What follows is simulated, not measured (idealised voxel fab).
Process module under the name voxel double patterning
Section shown: cut. Width: 155 nm. Cell size: 5 nm, square.
Throughout this document, each cross-section is represented as a grid of square cells and is presented as a sequence of bands enumerated from the top downward, where a band comprises one or more rows of cells.
Per band: top height and bottom height in nm, followed by the left-to-right materials and their widths in nm; "throughout" marks a single material spanning edge to edge, "air" marks empty space.
Height datum 0, below which the as-received substrate wafer is one material. Lowest band open at the bottom, running downward: "0 nm and below".
The width entry "30->40" should be interpreted row by row: the top row of cells in the band takes the first number, the bottom row takes the second number, and the change between adjacent rows is uniform throughout.
A step reported as "stayed the same" is a step in which no cell of the cross-section changed.
In "Unvented voids" the enclosed voids are listed, meaning empty spaces of 8 cells or larger without any opening to the top. The form is width x height at distance, distance from the left edge, units nm.
Anything after a step's settings on that line? It's the simulator's own note about the step.
overlay nm, on a step with a mask: how far to the right of its planned place the mask lay; to the left if negative
Listed below are the process steps as planned
1 op RECEIVE | material Si
2 op CONFORMAL_DEP | material SiO2 | thk nm 10
3 op DIRECTIONAL_DEP | material TiN | thk nm 15
4 op DIRECTIONAL_DEP | material SiCN | thk nm 10
5 op DIRECTIONAL_DEP | material aC | thk nm 15
6 op PATTERN | tone open | mask id FIRST | material resist | width nm 15 | pitch nm 50 | thk nm 35 | overlay nm 0
7 op DIRECTIONAL_ETCH | etch materials aC | depth nm 15
8 op STRIP | etch materials resist
9 op DIRECTIONAL_ETCH | etch materials SiCN | depth nm 10
10 op STRIP | etch materials aC
11 op MASKED_ETCH | tone open | mask id SECOND | width nm 15 | pitch nm 50 | etch materials SiCN | depth nm 10 | overlay nm 0
12 op DIRECTIONAL_ETCH | etch materials TiN | depth nm 15
13 op STRIP | etch materials SiCN
Shown in cross-section is the wafer as received, that is, as it stands after step 1
> 0 nm and below: Si throughout
> Unvented voids: none
Cross-section, first of two wafers, end of module, run as planned
> 25 nm to 10 nm: TiN (20)  air (15)  TiN (10)  air (15)  TiN (10)  air (15)  TiN (10)  air (15)  TiN (10)  air (15)  TiN (20)
> 10 nm to 0 nm: SiO2 throughout
> 0 nm and below: Si throughout
> Unvented voids: none
Second wafer at the end: like start, like plan, one mistake
> 25 nm to 15 nm: SiO2 throughout
> 15 nm to 0 nm: TiN throughout
> 0 nm and below: Si throughout
> Unvented voids: none
Which mistake was made when the wafer was run? it was found that steps 2 and 3 of the process plan had been performed in exchanged positions
Final tally in cells, some materials are higher or lower on the second wafer than on the first: +45 TiN
